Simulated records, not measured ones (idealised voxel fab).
Proc. module: voxel lift off
Each square cell in cross-section cut measures 5 nm, and the section as a whole is 200 nm wide.
Square cells in a grid make up a cross-section in this document, and the grid is given as bands, listed from the top down, each one or more rows of cells. Read a band's entry like this: the first values are the height of its top and the height of its bottom in nm, and what follows is the sequence of materials from left to right, each with its width in nm. Note that "blank" is empty space, and that a single material marked "everywhere" reaches across the band from edge to edge. Note: height 0 marks the level under which the wafer is uniformly one material as received. Lowest band unbounded below, written "0 nm and below". Quick explanation for "30..40": the width changes in equal steps down the rows of cells, from the first number in the band's top row to the second number in its bottom row. When a step is marked "no alterations made", none of the cells in the cross-section changed during that step. Empty spaces without an open route to the top, at least 8 cells in extent, make up the entry "Sealed voids"; each is given as width x height at distance, where the distance is measured from the left edge, and all are in nm. If you see something after the settings on a step's line, that's the simulator's own remark about that step. Steps that use a mask can have "overlay nm" on their line. It says how far the mask sat to the right of where it was meant to be. Negative means to the left.

Here's what the planned process steps look like:
1. RECEIVE (material Si)
2. CONFORMAL_DEP (material SiN; thk nm 10)
3. PATTERN (tone open; mask id LINES; material resist; width nm 15; pitch nm 40; thk nm 30; overlay nm 0)
4. DIRECTIONAL_DEP (material Ru; thk nm 15)
5. STRIP (etch materials resist)
6. CONFORMAL_DEP (material SiO2; thk nm 10)
Be aware that, although all wafers share a common starting state, the width nm at step 3 differs among them, and the plan displays the first wafer's value.

Received condition of the first of several wafers, sectioned: post-step 1:
> 0 nm and below  Si everywhere
> Sealed voids: none

Cross-section of the first of several wafers, taken after step 6, where the module ends:
> 35 nm to 25 nm  blank 60 / SiO2 35 / blank 5 / SiO2 35 / blank 65
> 25 nm to 20 nm  blank 60 / SiO2 10 / Ru 15 / SiO2 10 / blank 5 / SiO2 10 / Ru 15 / SiO2 10 / blank 65
> 20 nm to 10 nm  SiO2 70 / Ru 15 / SiO2 25 / Ru 15 / SiO2 75
> 10 nm to 0 nm  SiN everywhere
> 0 nm and below  Si everywhere
> Sealed voids: none

At the end of the module, the last of several wafers in cross-section:
> 35 nm to 25 nm  blank 55 / SiO2 85 / blank 60
> 25 nm to 20 nm  blank 55 / SiO2 10 / Ru 25 / SiO2 15 / Ru 25 / SiO2 10 / blank 60
> 20 nm to 10 nm  SiO2 65 / Ru 25 / SiO2 15 / Ru 25 / SiO2 70
> 10 nm to 0 nm  SiN everywhere
> 0 nm and below  Si everywhere
> Sealed voids: none

Quick key for the table: a row per wafer, taken at the end of the module. For each material it tells you how many cells the wafer gained (+) or lost (-) since it came in, and the closed voids come after:
width nm 15; +18 Ru; +80 SiN; +104 SiO2; Sealed voids: none
width nm 20; +24 Ru; +80 SiN; +104 SiO2; Sealed voids: none
width nm 25; +30 Ru; +80 SiN; +101 SiO2; Sealed voids: none
